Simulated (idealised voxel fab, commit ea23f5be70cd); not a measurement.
Process module heading - voxel gate over fins
Section shown: cut. Width: 155 nm. Cell size: 5 nm, square.
Cross-section = grid of square cells, listed top down in bands; band = one or more rows. Heights first: top, then bottom, in nm. Then materials, left to right, each with a width in nm. "edge to edge" on a single material: fills the band edge to edge. "blank": empty space. Heights are expressed relative to 0, this being the level below which the as-received wafer comprises one material exclusively. The lowest band is unbounded in the downward direction and is denoted as in "0 down". Graded width ("30..40"): value in top row of band = first number; value in bottom row = second number; row-to-row change constant. You'll sometimes find "nothing different" written for a step, and that's the way of saying that nowhere in the cross-section did a cell change during that step. In "Catalogued sealed voids" the enclosed voids are listed, meaning empty spaces of 8 cells or larger without any opening to the top. The form is width x height at distance, distance from the left edge, units nm. Read whatever lies past the settings on a step's line as the simulator's own remark about the step. You can add "overlay nm" to a step's line. For a step with a mask, it describes how far the mask lay to the right of its planned position, and a negative number describes a lay to the left.
Below is the list of planned process steps
1,RECEIVE [material Si]
2,CONFORMAL_DEP [material SiN] [thk nm 10]
3,DIRECTIONAL_DEP [material aC] [thk nm 15]
4,PATTERN [tone cover] [mask id FINS] [material resist] [width nm 15] [pitch nm 50] [thk nm 35] [overlay nm 0]
5,DIRECTIONAL_ETCH [etch materials aC] [depth nm 15]
6,STRIP [etch materials resist]
7,DIRECTIONAL_ETCH [etch materials SiN] [depth nm 10]
8,DIRECTIONAL_ETCH [etch materials Si] [depth nm 35]
9,STRIP [etch materials aC]
10,FILL_DEP [material SiO2] [thk nm 5]
11,CMP [height nm 10]
12,DIRECTIONAL_DEP [material aC] [thk nm 10]
13,PATTERN [tone open] [mask id RAIL] [material resist] [width nm 15] [thk nm 30] [overlay nm 0]
14,DIRECTIONAL_ETCH [etch materials aC] [depth nm 10]
15,STRIP [etch materials resist]
16,DIRECTIONAL_ETCH [etch materials SiO2] [depth nm 40]
17,STRIP [etch materials aC]
18,CONFORMAL_DEP [material TiN] [thk nm 5]
19,FILL_DEP [material W] [thk nm 5]
20,CMP [height nm 10]
21,SELECTIVE_ETCH [etch materials W Ru TiN] [depth nm 25]
22,FILL_DEP [material SiO2] [thk nm 5]
23,CMP [height nm 10]
24,SELECTIVE_ETCH [etch materials SiO2] [depth nm 20]
25,STRIP [etch materials SiN]
26,CONFORMAL_DEP [material HfO2] [thk nm 5]
27,CONFORMAL_DEP [material TiN] [thk nm 5]
28,FILL_DEP [material W] [thk nm 15]
29,CMP [height nm 20]
30,CONFORMAL_DEP [material SiN] [thk nm 10]
Incoming wafer in cross-section (state: after step 1)
    0 down | Si edge to edge
    Catalogued sealed voids: none
Sectioned view, first of two wafers, at the close of the module, processed as intended in the plan
    30 to 20 | SiN edge to edge
    20 to 10 | W edge to edge
    10 to 5 | 10 W  35 TiN  15 W  35 TiN  15 W  35 TiN  10 W
    5 to 0 | 10 W  5 TiN  25 HfO2  5 TiN  15 W  5 TiN  25 HfO2  5 TiN  15 W  5 TiN  25 HfO2  5 TiN  10 W
    0 to -5 | 15 TiN  5 HfO2  15 Si  5 HfO2  25 TiN  5 HfO2  15 Si  5 HfO2  25 TiN  5 HfO2  15 Si  5 HfO2  15 TiN
    -5 to -10 | 20 HfO2  15 Si  35 HfO2  15 Si  35 HfO2  15 Si  20 HfO2
    -10 to -15 | 20 SiO2  15 Si  35 SiO2  15 Si  35 SiO2  15 Si  20 SiO2
    -15 to -25 | 20 SiO2  15 Si  10 SiO2  5 TiN  5 W  5 TiN  10 SiO2  15 Si  35 SiO2  15 Si  20 SiO2
    -25 to -30 | 20 SiO2  15 Si  10 SiO2  15 TiN  10 SiO2  15 Si  35 SiO2  15 Si  20 SiO2
    -30 to -35 | 20 SiO2  15 Si  35 SiO2  15 Si  35 SiO2  15 Si  20 SiO2
    -35 down | Si edge to edge
    Catalogued sealed voids: none
The second wafer, shown in cross-section after the module: started the same way as the first and given the same plan, yet one mistake crept into how it was run
    30 to 20 | SiN edge to edge
    20 to 10 | W edge to edge
    10 to 5 | 10 W  35 TiN  15 W  35 TiN  15 W  35 TiN  10 W
    5 to 0 | 10 W  5 TiN  25 HfO2  5 TiN  15 W  5 TiN  25 HfO2  5 TiN  15 W  5 TiN  25 HfO2  5 TiN  10 W
    0 to -5 | 15 TiN  5 HfO2  15 Si  5 HfO2  25 TiN  5 HfO2  15 Si  5 HfO2  25 TiN  5 HfO2  15 Si  5 HfO2  15 TiN
    -5 to -10 | 20 HfO2  15 Si  35 HfO2  15 Si  35 HfO2  15 Si  20 HfO2
    -10 to -15 | 20 SiO2  15 Si  35 SiO2  15 Si  35 SiO2  15 Si  20 SiO2
    -15 to -25 | 20 SiO2  15 Si  5 SiO2  5 TiN  5 W  5 TiN  15 SiO2  15 Si  35 SiO2  15 Si  20 SiO2
    -25 to -30 | 20 SiO2  15 Si  5 SiO2  15 TiN  15 SiO2  15 Si  35 SiO2  15 Si  20 SiO2
    -30 to -35 | 20 SiO2  15 Si  35 SiO2  15 Si  35 SiO2  15 Si  20 SiO2
    -35 down | Si edge to edge
    Catalogued sealed voids: none
It is concluded that the wafer was processed incorrectly with respect to the plan, in that off-plan run, step 13, actual operation and settings PATTERN [tone open] [mask id RAIL] [material resist] [width nm 15] [thk nm 30] [overlay nm -5]
Final state: per-material cell counts identical on both wafers; locations differ.
